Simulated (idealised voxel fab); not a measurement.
Presented below is a process module, voxel self aligned vias.
Shown is cross-section cut, with a width of 235 nm and square cells of size 5 nm.
How to read a cross-section here: the picture is a grid of square cells, written as bands going from the top down, and any band can span one or more rows of cells. Basically the band line says how high the top is and how high the bottom is, in nm, and then what's in it from left to right, every material with its width in nm. Empty space shows up as "empty", and if a single material carries "everywhere" it runs the full band edge to edge. A quick word on heights: they are counted from 0, and under that level the wafer as it came to us is one material throughout. The lowest band is different from the rest in having no bottom; it simply continues downward, written as in "from 0 down". The notation "30 to 40" denotes a width that varies across the rows of cells in the band, beginning at the first number in the top row, finishing at the second number in the bottom row, and changing by an identical amount from each row to the next. Key: "no alterations made" - step with no changed cell in the cross-section. Fully closed voids: empty space of 8 cells or more with no open way to the top, each as width x height at its distance from the left edge, in nm. Formally, on a step line, whatever follows the settings is a remark that the simulator itself makes on the step. overlay nm: on a step with a mask, how far right of its planned place the mask lay; negative means left.

The process steps that were planned are listed below
1,RECEIVE (material Si)
2,CONFORMAL_DEP (material SiO2; thk nm 10)
3,CONFORMAL_DEP (material SiCN; thk nm 5)
4,DIRECTIONAL_DEP (material SiO2; thk nm 30)
5,MASKED_ETCH (tone open; mask id LINES; width nm 25; pitch nm 70; etch materials SiO2; depth nm 30; overlay nm 0)
6,CONFORMAL_DEP (material TiN; thk nm 5)
7,FILL_DEP (material Ru; thk nm 5)
8,CMP (height nm 45)
9,SELECTIVE_ETCH (etch materials W Ru TiN; depth nm 10)
10,FILL_DEP (material SiN; thk nm 10)
11,CMP (height nm 45)
12,DIRECTIONAL_DEP (material SiO2; thk nm 15)
13,DIRECTIONAL_DEP (material aC; thk nm 10)
14,PATTERN (tone open; mask id VIAS; material resist; width nm 45; pitch nm 70; thk nm 30; overlay nm 0)
15,DIRECTIONAL_ETCH (etch materials aC; depth nm 10)
16,STRIP (etch materials resist)
17,DIRECTIONAL_ETCH (etch materials SiO2; depth nm 15)
18,DIRECTIONAL_ETCH (etch materials SiN; depth nm 10)
19,STRIP (etch materials aC)
20,CONFORMAL_DEP (material TiN; thk nm 5)
21,FILL_DEP (material W; thk nm 10)
22,CMP (height nm 60)
23,CONFORMAL_DEP (material SiN; thk nm 5)

Delivered wafer in cross-section: state after step 1
	from 0 down = Si everywhere
	Fully closed voids: none

What the wafer looks like in cross-section after this module, when it starts as shown above and follows the plan above but one mistake is made in running it
	from 65 to 60 = SiN everywhere
	from 60 to 40 = 60 of SiO2, then 5 of TiN, then 35 of W, then 5 of TiN, then 25 of SiO2, then 5 of TiN, then 35 of W, then 5 of TiN, then 60 of SiO2
	from 40 to 35 = 60 of SiO2, then 45 of TiN, then 25 of SiO2, then 45 of TiN, then 60 of SiO2
	from 35 to 30 = 60 of SiO2, then 15 of TiN, then 15 of Ru, then 15 of TiN, then 25 of SiO2, then 15 of TiN, then 15 of Ru, then 15 of TiN, then 60 of SiO2
	from 30 to 20 = 70 of SiO2, then 5 of TiN, then 15 of Ru, then 5 of TiN, then 45 of SiO2, then 5 of TiN, then 15 of Ru, then 5 of TiN, then 70 of SiO2
	from 20 to 15 = 70 of SiO2, then 25 of TiN, then 45 of SiO2, then 25 of TiN, then 70 of SiO2
	from 15 to 10 = SiCN everywhere
	from 10 to 0 = SiO2 everywhere
	from 0 down = Si everywhere
	Fully closed voids: none
Want to know what went wrong? plan step 17 ran twice
